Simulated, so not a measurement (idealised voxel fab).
A process module follows: voxel gate over fins.
Xsec cut, 170 nm wide, square cell size 5 nm.
Square cells in a grid make up a cross-section in this document, and the grid is given as bands, listed from the top down, each one or more rows of cells.
Heads up on the band format: heights come first, top then bottom, in nm. After that it's the materials left to right, each with its width in nm. A single material flagged "throughout" fills the whole band edge to edge, and "empty" means there's empty space there.
Heads up on the height convention: 0 is the point under which the incoming wafer is all one material, and the lowest band has no bottom, it just keeps going down, like "0 and below".
Width spec "30->40" -> top row of cells at first value, bottom row at second value, equal per-row change in between.
Reading "nothing was modified" for a step: not a cell of the cross-section changed in it.
Enclosed cavity list: empty space of 8 cells or more with no open way to the top, each as width x height at its distance from the left edge, in nm
Post-settings text on a step line: simulator's own remark regarding the step.
Steps that use a mask can have "overlay nm" on their line. It says how far the mask sat to the right of where it was meant to be. Negative means to the left.

# Intended process steps
- 1: RECEIVE | material Si
- 2: CONFORMAL_DEP | material SiN | thk nm 10
- 3: DIRECTIONAL_DEP | material aC | thk nm 15
- 4: PATTERN | tone cover | mask id FINS | material resist | width nm 15 | pitch nm 45 | thk nm 30 | overlay nm 0
- 5: DIRECTIONAL_ETCH | etch materials aC | depth nm 15
- 6: STRIP | etch materials resist
- 7: DIRECTIONAL_ETCH | etch materials SiN | depth nm 10
- 8: DIRECTIONAL_ETCH | etch materials Si | depth nm 40
- 9: STRIP | etch materials aC
- 10: FILL_DEP | material SiO2 | thk nm 10
- 11: CMP | height nm 10
- 12: SELECTIVE_ETCH | etch materials SiO2 | depth nm 25
- 13: STRIP | etch materials SiN
- 14: CONFORMAL_DEP | material HfO2 | thk nm 5
- 15: CONFORMAL_DEP | material TiN | thk nm 5
- 16: CONFORMAL_DEP | material TiAl | thk nm 5
- 17: CONFORMAL_DEP | material TiN | thk nm 5
- 18: FILL_DEP | material W | thk nm 15
- 19: CMP | height nm 30
- 20: CONFORMAL_DEP | material SiCN | thk nm 10

# Wafer as received: cross-section following step 1
  0 and below: Si throughout
  Enclosed cavity list: none

# Cross-section, end of module. Start: as above. Plan: as above. Execution: one mistake
  40 down to 30: SiCN throughout
  30 down to 20: W throughout
  20 down to 15: W (25); TiN (100); W (45)
  15 down to 10: W (25); TiN (5); TiAl (90); TiN (5); W (45)
  10 down to 5: W (25); TiN (5); TiAl (5); TiN (35); TiAl (10); TiN (35); TiAl (5); TiN (5); W (45)
  5 down to 0: TiN (30); TiAl (5); TiN (5); HfO2 (25); TiN (5); TiAl (10); TiN (5); HfO2 (25); TiN (5); TiAl (5); TiN (50)
  0 down to -5: TiAl (35); TiN (5); HfO2 (5); Si (15); HfO2 (5); TiN (5); TiAl (10); TiN (5); HfO2 (5); Si (15); HfO2 (5); TiN (5); TiAl (55)
  -5 down to -10: TiN (40); HfO2 (5); Si (15); HfO2 (5); TiN (20); HfO2 (5); Si (15); HfO2 (5); TiN (60)
  -10 down to -15: HfO2 (45); Si (15); HfO2 (30); Si (15); HfO2 (65)
  -15 down to -40: SiO2 (45); Si (15); SiO2 (30); Si (15); SiO2 (65)
  -40 and below: Si throughout
  Enclosed cavity list: none
Want to know what went wrong? it should be noted that step 4 was executed with settings other than those planned, the operation and settings actually applied being PATTERN | tone cover | mask id FINS | material resist | width nm 15 | pitch nm 45 | thk nm 30 | overlay nm -10
